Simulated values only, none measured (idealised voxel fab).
Process module, titled voxel trench capacitor
Cross-sectional view cut (width: 190 nm; square cell size: 5 nm).
For the purposes of this document, a cross-section shall be understood as a grid of square cells, specified as bands listed in top-to-bottom order, each band consisting of one or more rows of cells.
The entry gives the band's vertical extent as a top height and a bottom height in nm, then its horizontal make-up as materials from left to right, each with a width in nm. "blank" stands for empty space; a single material marked "edge to edge" fills the band edge to edge.
Measure heights from 0. That's the level where, below it, the as-received wafer is all one material. The lowest band is bottomless and extends downward; write it as in "top 0, no bottom".
Quick explanation for "30..40": the width changes in equal steps down the rows of cells, from the first number in the band's top row to the second number in its bottom row.
"nothing changed" for a step: no cell of the cross-section changed in that step.
Each empty space that has no open way to the top and spans at least 8 cells appears under "Unvented voids" as width x height at distance, the distance counted from the left edge, all in nm.
That trailing text on a step's line, after the settings, is the simulator's own remark on the step.
The line of a step may include "overlay nm". On a step with a mask, this value is how far to the right of its planned place the mask lay. A negative value means the mask lay to the left.

### Planned step list for the process
step 1: RECEIVE | material Si
step 2: CONFORMAL_DEP | material SiN | thk nm 5
step 3: DIRECTIONAL_DEP | material aC | thk nm 15
step 4: PATTERN | tone open | mask id TRENCH | material resist | width nm 25 | pitch nm 40 | thk nm 35 | overlay nm 0
step 5: DIRECTIONAL_ETCH | etch materials aC | depth nm 15
step 6: STRIP | etch materials resist
step 7: DIRECTIONAL_ETCH | etch materials SiN | depth nm 5
step 8: DIRECTIONAL_ETCH | etch materials Si | depth nm 30
step 9: STRIP | etch materials aC
step 10: CONFORMAL_DEP | material HfO2 | thk nm 5
step 11: CONFORMAL_DEP | material TiN | thk nm 5
step 12: FILL_DEP | material W | thk nm 10
step 13: CMP | height nm 5

### The following pertains to the first of two wafers, which was processed as planned

### As-received wafer cross-section (after step 1)
> top 0, no bottom | Si edge to edge
> Unvented voids: none

### The following cross-section depicts the wafer upon completion of step 2
> top 5, bottom 0 | SiN edge to edge
> At heights below 0, the structure remains unaltered.

### The following cross-section depicts the wafer upon completion of step 3
> top 20, bottom 5 | aC edge to edge
> At heights below 5, the structure remains unaltered.

### The following cross-section depicts the wafer upon completion of step 4
> top 55, bottom 20 | resist (60) | blank (25) | resist (15) | blank (25) | resist (65)
> At heights below 20, the structure remains unaltered.

### The following cross-section depicts the wafer upon completion of step 5
> top 40, bottom 20 | resist (60) | blank (25) | resist (15) | blank (25) | resist (65)
> top 20, bottom 5 | aC (60) | blank (25) | aC (15) | blank (25) | aC (65)
> At heights below 5, the structure remains unaltered.

### The following cross-section depicts the wafer upon completion of step 6
> top 20, bottom 5 | aC (60) | blank (25) | aC (15) | blank (25) | aC (65)
> At heights below 5, the structure remains unaltered.

### The following cross-section depicts the wafer upon completion of step 7
> top 20, bottom 5 | aC (60) | blank (25) | aC (15) | blank (25) | aC (65)
> top 5, bottom 0 | SiN (60) | blank (25) | SiN (15) | blank (25) | SiN (65)
> At heights below 0, the structure remains unaltered.

### The following cross-section depicts the wafer upon completion of step 8
> top 20, bottom 5 | aC (60) | blank (25) | aC (15) | blank (25) | aC (65)
> top 5, bottom 0 | SiN (60) | blank (25) | SiN (15) | blank (25) | SiN (65)
> top 0, bottom -30 | Si (60) | blank (25) | Si (15) | blank (25) | Si (65)
> At heights below -30, the structure remains unaltered.

### The following cross-section depicts the wafer upon completion of step 9
> top 5, bottom 0 | SiN (60) | blank (25) | SiN (15) | blank (25) | SiN (65)
> At heights below 0, the structure remains unaltered.

### The following cross-section depicts the wafer upon completion of step 10
> top 10, bottom 5 | HfO2 (65) | blank (15) | HfO2 (25) | blank (15) | HfO2 (70)
> top 5, bottom 0 | SiN (60) | HfO2 (5) | blank (15) | HfO2 (5) | SiN (15) | HfO2 (5) | blank (15) | HfO2 (5) | SiN (65)
> top 0, bottom -25 | Si (60) | HfO2 (5) | blank (15) | HfO2 (5) | Si (15) | HfO2 (5) | blank (15) | HfO2 (5) | Si (65)
> top -25, bottom -30 | Si (60) | HfO2 (25) | Si (15) | HfO2 (25) | Si (65)
> At heights below -30, the structure remains unaltered.

### The following cross-section depicts the wafer upon completion of step 11
> top 15, bottom 10 | TiN (70) | blank (5) | TiN (35) | blank (5) | TiN (75)
> top 10, bottom 5 | HfO2 (65) | TiN (5) | blank (5) | TiN (5) | HfO2 (25) | TiN (5) | blank (5) | TiN (5) | HfO2 (70)
> top 5, bottom 0 | SiN (60) | HfO2 (5) | TiN (5) | blank (5) | TiN (5) | HfO2 (5) | SiN (15) | HfO2 (5) | TiN (5) | blank (5) | TiN (5) | HfO2 (5) | SiN (65)
> top 0, bottom -20 | Si (60) | HfO2 (5) | TiN (5) | blank (5) | TiN (5) | HfO2 (5) | Si (15) | HfO2 (5) | TiN (5) | blank (5) | TiN (5) | HfO2 (5) | Si (65)
> top -20, bottom -25 | Si (60) | HfO2 (5) | TiN (15) | HfO2 (5) | Si (15) | HfO2 (5) | TiN (15) | HfO2 (5) | Si (65)
> At heights below -25, the structure remains unaltered.

### The following cross-section depicts the wafer upon completion of step 12
> top 25, bottom 15 | W edge to edge
> top 15, bottom 10 | TiN (70) | W (5) | TiN (35) | W (5) | TiN (75)
> top 10, bottom 5 | HfO2 (65) | TiN (5) | W (5) | TiN (5) | HfO2 (25) | TiN (5) | W (5) | TiN (5) | HfO2 (70)
> top 5, bottom 0 | SiN (60) | HfO2 (5) | TiN (5) | W (5) | TiN (5) | HfO2 (5) | SiN (15) | HfO2 (5) | TiN (5) | W (5) | TiN (5) | HfO2 (5) | SiN (65)
> top 0, bottom -20 | Si (60) | HfO2 (5) | TiN (5) | W (5) | TiN (5) | HfO2 (5) | Si (15) | HfO2 (5) | TiN (5) | W (5) | TiN (5) | HfO2 (5) | Si (65)
> At heights below -20, the structure remains unaltered.

### The following cross-section depicts the wafer upon completion of step 13
> top 5, bottom 0 | SiN (60) | HfO2 (5) | TiN (5) | W (5) | TiN (5) | HfO2 (5) | SiN (15) | HfO2 (5) | TiN (5) | W (5) | TiN (5) | HfO2 (5) | SiN (65)
> At heights below 0, the structure remains unaltered.

### Regarding the second of the two wafers: it shared the first wafer's starting condition and process plan, yet one error occurred during its execution. Its history coincides with that of the first wafer up to and including step 12

### At the planned end of step 13, the second wafer in cross-section
> top 15, bottom 10 | TiN (70) | W (5) | TiN (35) | W (5) | TiN (75)
> At heights below 10, the structure remains unaltered.
What was done differently from what was planned? contrary to plan, step 13 was performed as CMP | height nm 15
Once processing is complete, comparing cell counts shows that the second wafer has more or fewer of certain materials than the first: +32 HfO2, +40 TiN, +4 W
